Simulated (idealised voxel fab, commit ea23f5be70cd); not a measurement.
Process module under the name voxel self aligned vias
Square cells of 5 nm make up the cross-section cut, whose width is 285 nm.
Cross-section = grid of square cells, listed top down in bands; band = one or more rows.
Each band's line starts with the height of the band's top and of its bottom, in nm. Then come its materials from left to right, each with its width in nm. One material with "all across" fills the band from edge to edge. "air" is empty space.
Heights are reckoned from 0. Under this level, the received wafer is all of one material. The bottommost band is open-ended downward, for example "0..down".
Graded width ("30..40"): value in top row of band = first number; value in bottom row = second number; row-to-row change constant.
"left unchanged" after a step means that no cell of the cross-section changed.
Basically, "Closed void register" tells you about the enclosed voids: empty spaces with no open way to the top, 8 cells or bigger, each written width x height at distance, where distance is from the left edge, all in nm.
On each step's line, the part that comes after the settings is the simulator's own comment on the step.
Steps that use a mask can have "overlay nm" on their line. It says how far the mask sat to the right of where it was meant to be. Negative means to the left.

### Listed below are the process steps as planned
1,op RECEIVE | material Si
2,op CONFORMAL_DEP | material SiO2 | thk nm 10
3,op CONFORMAL_DEP | material SiCN | thk nm 5
4,op DIRECTIONAL_DEP | material lowk | thk nm 25
5,op MASKED_ETCH | tone open | mask id LINES | width nm 20 | pitch nm 45 | etch materials lowk | depth nm 25 | overlay nm 0
6,op CONFORMAL_DEP | material TiN | thk nm 5
7,op FILL_DEP | material W | thk nm 10
8,op CMP | height nm 40
9,op SELECTIVE_ETCH | etch materials W Ru TiN | depth nm 5
10,op FILL_DEP | material SiN | thk nm 5
11,op CMP | height nm 40
12,op DIRECTIONAL_DEP | material lowk | thk nm 20
13,op DIRECTIONAL_DEP | material aC | thk nm 10
14,op PATTERN | tone open | mask id VIAS | material resist | width nm 30 | pitch nm 90 | thk nm 30 | overlay nm 0
15,op DIRECTIONAL_ETCH | etch materials aC | depth nm 10
16,op STRIP | etch materials resist
17,op DIRECTIONAL_ETCH | etch materials lowk | depth nm 20
18,op DIRECTIONAL_ETCH | etch materials SiN | depth nm 5
19,op STRIP | etch materials aC
20,op CONFORMAL_DEP | material TiN | thk nm 5
21,op FILL_DEP | material Ru | thk nm 5
22,op CMP | height nm 60
23,op CONFORMAL_DEP | material SiCN | thk nm 5

### As-received state of the wafer in cross-section, equivalent to post-step 1
0..down | Si all across
Closed void register: none

### End state of the module in cross-section, given the above starting point and plan and one mistake in execution
55..50 | SiCN all across
50..40 | 80 lowk / 5..10 TiN / 20..10 Ru / 5..10 TiN / 60 lowk / 5..10 TiN / 20..10 Ru / 5..10 TiN / 85 lowk
40..35 | 85 lowk / 20 TiN / 25 lowk / 20 SiN / 25 lowk / 20 TiN / 90 lowk
35..20 | 85 lowk / 5 TiN / 10 W / 5 TiN / 25 lowk / 5 TiN / 10 W / 5 TiN / 25 lowk / 5 TiN / 10 W / 5 TiN / 90 lowk
20..15 | 85 lowk / 20 TiN / 25 lowk / 20 TiN / 25 lowk / 20 TiN / 90 lowk
15..10 | SiCN all across
10..0 | SiO2 all across
0..down | Si all across
Closed void register: none
Misprocessing identified: not per plan at step 22, really ran op CMP | height nm 50
